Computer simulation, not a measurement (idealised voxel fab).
Presented below is a process module, voxel self aligned contacts.
Section shown: cut. Width: 260 nm. Cell size: 5 nm, square.
Think of the cross-section as a grid of square cells. We describe it in bands, top to bottom, and each band covers one or more rows of those cells. In this notation a band is specified by the heights of its top and bottom, in that order and in nm, after which its materials appear from left to right, each paired with its width in nm. The word "edge to edge" attached to a single material means that material fills the band from edge to edge; the word "air" stands for empty space. Where do heights start? At 0: under that level the wafer as delivered is made of one material only. And the lowest band has no floor; it just carries on downward, as in "top 0, no bottom". The width entry "30..40" should be interpreted row by row: the top row of cells in the band takes the first number, the bottom row takes the second number, and the change between adjacent rows is uniform throughout. Where a step carries "stayed the same", the cross-section came out of it unchanged, cell for cell. In "Closed void roster" the enclosed voids are listed, meaning empty spaces of 8 cells or larger without any opening to the top. The form is width x height at distance, distance from the left edge, units nm. Anything after a step's settings on that line? It's the simulator's own note about the step. For masked steps, "overlay nm" on the step line gives how far right of plan the mask actually lay; a minus sign means it lay to the left.

Steps in the process plan:
- 1: RECEIVE,material Si
- 2: CONFORMAL_DEP,material SiO2,thk nm 5
- 3: DIRECTIONAL_DEP,material polySi,thk nm 30
- 4: DIRECTIONAL_DEP,material SiN,thk nm 25
- 5: MASKED_ETCH,tone cover,mask id GATE,width nm 30,pitch nm 75,etch materials SiN,depth nm 25,overlay nm 0
- 6: MASKED_ETCH,tone cover,mask id GATE,width nm 30,pitch nm 75,etch materials polySi,depth nm 30,overlay nm 0
- 7: CONFORMAL_DEP,material SiN,thk nm 10
- 8: DIRECTIONAL_ETCH,etch materials SiN,depth nm 10
- 9: FILL_DEP,material SiO2,thk nm 15
- 10: CMP,height nm 65
- 11: MASKED_ETCH,tone open,mask id CONTACT,width nm 55,etch materials SiO2,depth nm 65,overlay nm 0
- 12: CONFORMAL_DEP,material TiN,thk nm 5
- 13: FILL_DEP,material W,thk nm 5
- 14: CMP,height nm 65
- 15: CONFORMAL_DEP,material SiN,thk nm 5

First of two wafers: run as planned:

Incoming wafer in cross-section (state: after step 1):
* top 0, no bottom: Si edge to edge
* Closed void roster: none

Sectional view: wafer, after step 2:
* top 5, bottom 0: SiO2 edge to edge
* All layers under 0 are left as they were.

Sectional view: wafer, after step 3:
* top 35, bottom 5: polySi edge to edge
* All layers under 5 are left as they were.

Sectional view: wafer, after step 4:
* top 60, bottom 35: SiN edge to edge
* All layers under 35 are left as they were.

Sectional view: wafer, after step 5:
* top 60, bottom 35: air 75 nm / SiN 30 nm / air 45 nm / SiN 30 nm / air 80 nm
* All layers under 35 are left as they were.

Sectional view: wafer, after step 6:
* top 60, bottom 35: air 75 nm / SiN 30 nm / air 45 nm / SiN 30 nm / air 80 nm
* top 35, bottom 5: air 75 nm / polySi 30 nm / air 45 nm / polySi 30 nm / air 80 nm
* All layers under 5 are left as they were.

Sectional view: wafer, after step 7:
* top 70, bottom 35: air 65 nm / SiN 50 nm / air 25 nm / SiN 50 nm / air 70 nm
* top 35, bottom 15: air 65 nm / SiN 10 nm / polySi 30 nm / SiN 10 nm / air 25 nm / SiN 10 nm / polySi 30 nm / SiN 10 nm / air 70 nm
* top 15, bottom 5: SiN 75 nm / polySi 30 nm / SiN 45 nm / polySi 30 nm / SiN 80 nm
* All layers under 5 are left as they were.

Sectional view: wafer, after step 8:
* top 60, bottom 35: air 65 nm / SiN 50 nm / air 25 nm / SiN 50 nm / air 70 nm
* top 35, bottom 5: air 65 nm / SiN 10 nm / polySi 30 nm / SiN 10 nm / air 25 nm / SiN 10 nm / polySi 30 nm / SiN 10 nm / air 70 nm
* All layers under 5 are left as they were.

Sectional view: wafer, after step 9:
* top 75, bottom 60: SiO2 edge to edge
* top 60, bottom 35: SiO2 65 nm / SiN 50 nm / SiO2 25 nm / SiN 50 nm / SiO2 70 nm
* top 35, bottom 5: SiO2 65 nm / SiN 10 nm / polySi 30 nm / SiN 10 nm / SiO2 25 nm / SiN 10 nm / polySi 30 nm / SiN 10 nm / SiO2 70 nm
* All layers under 5 are left as they were.

Sectional view: wafer, after step 10:
* top 65, bottom 60: SiO2 edge to edge
* All layers under 60 are left as they were.

Sectional view: wafer, after step 11:
* top 65, bottom 60: SiO2 100 nm / air 55 nm / SiO2 105 nm
* top 60, bottom 35: SiO2 65 nm / SiN 50 nm / air 25 nm / SiN 50 nm / SiO2 70 nm
* top 35, bottom 5: SiO2 65 nm / SiN 10 nm / polySi 30 nm / SiN 10 nm / air 25 nm / SiN 10 nm / polySi 30 nm / SiN 10 nm / SiO2 70 nm
* top 5, bottom 0: SiO2 115 nm / air 25 nm / SiO2 120 nm
* All layers under 0 are left as they were.

Sectional view: wafer, after step 12:
* top 70, bottom 65: TiN 105 nm / air 45 nm / TiN 110 nm
* top 65, bottom 60: SiO2 100 nm / TiN 20 nm / air 15 nm / TiN 20 nm / SiO2 105 nm
* top 60, bottom 35: SiO2 65 nm / SiN 50 nm / TiN 5 nm / air 15 nm / TiN 5 nm / SiN 50 nm / SiO2 70 nm
* top 35, bottom 5: SiO2 65 nm / SiN 10 nm / polySi 30 nm / SiN 10 nm / TiN 5 nm / air 15 nm / TiN 5 nm / SiN 10 nm / polySi 30 nm / SiN 10 nm / SiO2 70 nm
* top 5, bottom 0: SiO2 115 nm / TiN 25 nm / SiO2 120 nm
* All layers under 0 are left as they were.

Sectional view: wafer, after step 13:
* top 75, bottom 70: W edge to edge
* top 70, bottom 65: TiN 105 nm / W 45 nm / TiN 110 nm
* top 65, bottom 60: SiO2 100 nm / TiN 20 nm / W 15 nm / TiN 20 nm / SiO2 105 nm
* top 60, bottom 35: SiO2 65 nm / SiN 50 nm / TiN 5 nm / W 15 nm / TiN 5 nm / SiN 50 nm / SiO2 70 nm
* top 35, bottom 5: SiO2 65 nm / SiN 10 nm / polySi 30 nm / SiN 10 nm / TiN 5 nm / W 15 nm / TiN 5 nm / SiN 10 nm / polySi 30 nm / SiN 10 nm / SiO2 70 nm
* All layers under 5 are left as they were.

Sectional view: wafer, after step 14:
* top 65, bottom 60: SiO2 100 nm / TiN 20 nm / W 15 nm / TiN 20 nm / SiO2 105 nm
* All layers under 60 are left as they were.

Sectional view: wafer, after step 15:
* top 70, bottom 65: SiN edge to edge
* All layers under 65 are left as they were.

Second wafer, same starting state and plan as the first, one mistake in the run, identical through step 10:

Second wafer cross-section, taken as of the time the plan sets for step 11 to be done:
* top 65, bottom 60: SiO2 95 nm / air 65 nm / SiO2 100 nm
* top 60, bottom 35: SiO2 65 nm / SiN 50 nm / air 25 nm / SiN 50 nm / SiO2 70 nm
* top 35, bottom 5: SiO2 65 nm / SiN 10 nm / polySi 30 nm / SiN 10 nm / air 25 nm / SiN 10 nm / polySi 30 nm / SiN 10 nm / SiO2 70 nm
* top 5, bottom 0: SiO2 115 nm / air 25 nm / SiO2 120 nm
* All layers under 0 are left as they were.

Second wafer cross-section, taken as of the time the plan sets for step 12 to be done:
* top 70, bottom 65: TiN 100 nm / air 55 nm / TiN 105 nm
* top 65, bottom 60: SiO2 95 nm / TiN 25 nm / air 15 nm / TiN 25 nm / SiO2 100 nm
* top 60, bottom 35: SiO2 65 nm / SiN 50 nm / TiN 5 nm / air 15 nm / TiN 5 nm / SiN 50 nm / SiO2 70 nm
* top 35, bottom 5: SiO2 65 nm / SiN 10 nm / polySi 30 nm / SiN 10 nm / TiN 5 nm / air 15 nm / TiN 5 nm / SiN 10 nm / polySi 30 nm / SiN 10 nm / SiO2 70 nm
* top 5, bottom 0: SiO2 115 nm / TiN 25 nm / SiO2 120 nm
* All layers under 0 are left as they were.

Second wafer cross-section, taken as of the time the plan sets for step 13 to be done:
* top 75, bottom 70: W edge to edge
* top 70, bottom 65: TiN 100 nm / W 55 nm / TiN 105 nm
* top 65, bottom 60: SiO2 95 nm / TiN 25 nm / W 15 nm / TiN 25 nm / SiO2 100 nm
* top 60, bottom 35: SiO2 65 nm / SiN 50 nm / TiN 5 nm / W 15 nm / TiN 5 nm / SiN 50 nm / SiO2 70 nm
* top 35, bottom 5: SiO2 65 nm / SiN 10 nm / polySi 30 nm / SiN 10 nm / TiN 5 nm / W 15 nm / TiN 5 nm / SiN 10 nm / polySi 30 nm / SiN 10 nm / SiO2 70 nm
* All layers under 5 are left as they were.

Second wafer cross-section, taken as of the time the plan sets for step 14 to be done:
* top 65, bottom 60: SiO2 95 nm / TiN 25 nm / W 15 nm / TiN 25 nm / SiO2 100 nm
* All layers under 60 are left as they were.

Second wafer cross-section, taken as of the time the plan sets for step 15 to be done:
* top 70, bottom 65: SiN edge to edge
* All layers under 65 are left as they were.
what went wrong: step 11 was processed under conditions differing from the plan, specifically as MASKED_ETCH,tone open,mask id CONTACT,width nm 65,etch materials SiO2,depth nm 65,overlay nm 0
Count the cells at the end and the second wafer has more or fewer of some materials than the first: SiO2 -2 | TiN +2
